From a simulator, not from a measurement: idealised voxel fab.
process module | voxel gate over fins
Section shown: cut. Width: 215 nm. Cell size: 5 nm, square.
For the purposes of this document, a cross-section shall be understood as a grid of square cells, specified as bands listed in top-to-bottom order, each band consisting of one or more rows of cells.
It is stipulated that each band's entry specify, in nanometres, the height of the top of the band and then that of its bottom, followed by the materials of the band in left-to-right sequence, each together with its width in nanometres. A single material marked by the word "all across" is understood to fill the band from edge to edge; the word "air" is understood to denote empty space.
Where do heights start? At 0: under that level the wafer as delivered is made of one material only. And the lowest band has no floor; it just carries on downward, as in "z 0 and below".
With a width like "30 to 40", each row of cells in the band differs from the next by the same amount, the top row carrying the first number and the bottom row the second.
"nothing altered" means the step left every cell of the cross-section as it was.
The label "Enclosed void inventory" introduces a list of the empty spaces, 8 cells or larger, that have no open way up to the top; each entry in it reads width x height at distance, where the distance is taken from the left edge and all three are stated in nm.
If you see something after the settings on a step's line, that's the simulator's own remark about that step.
overlay nm, on a step with a mask: how far to the right of its planned place the mask lay; to the left if negative

BELOW IS THE LIST OF PLANNED PROCESS STEPS
| 1 | RECEIVE,material Si |
| 2 | CONFORMAL_DEP,material SiN,thk nm 5 |
| 3 | MASKED_ETCH,tone cover,mask id FINS,width nm 15,pitch nm 40,etch materials SiN,depth nm 5,overlay nm 0 |
| 4 | MASKED_ETCH,tone cover,mask id FINS,width nm 15,pitch nm 40,etch materials Si,depth nm 35,overlay nm 0 |
| 5 | FILL_DEP,material SiO2,thk nm 15 |
| 6 | CMP,height nm 5 |
| 7 | SELECTIVE_ETCH,etch materials SiO2,depth nm 20 |
| 8 | STRIP,etch materials SiN |
| 9 | CONFORMAL_DEP,material HfO2,thk nm 5 |
| 10 | CONFORMAL_DEP,material TiN,thk nm 5 |
| 11 | FILL_DEP,material W,thk nm 15 |
| 12 | CMP,height nm 20 |
| 13 | CONFORMAL_DEP,material SiN,thk nm 5 |
What sets these wafers apart? The width nm at step 3. They all start alike, and the plan carries the first wafer's value.

FIRST OF SEVERAL WAFERS, RECEIVED AFTER STEP 1, IN CROSS-SECTION
    z 0 and below  Si all across
    Enclosed void inventory: none

BELOW: A ROW PER WAFER. CONTENTS AT END OF MODULE: FOR EVERY MATERIAL, CELLS GAINED SINCE RECEIPT (+) OR LOST SINCE RECEIPT (-); THEN CLOSED VOIDS
width nm 15, +55 HfO2, -259 Si, +43 SiN, +148 SiO2, +55 TiN, +173 W, Enclosed void inventory: none
width nm 20, +55 HfO2, -245 Si, +43 SiN, +140 SiO2, +55 TiN, +167 W, Enclosed void inventory: none
width nm 25, +55 HfO2, -231 Si, +43 SiN, +132 SiO2, +52 TiN, +164 W, Enclosed void inventory: none
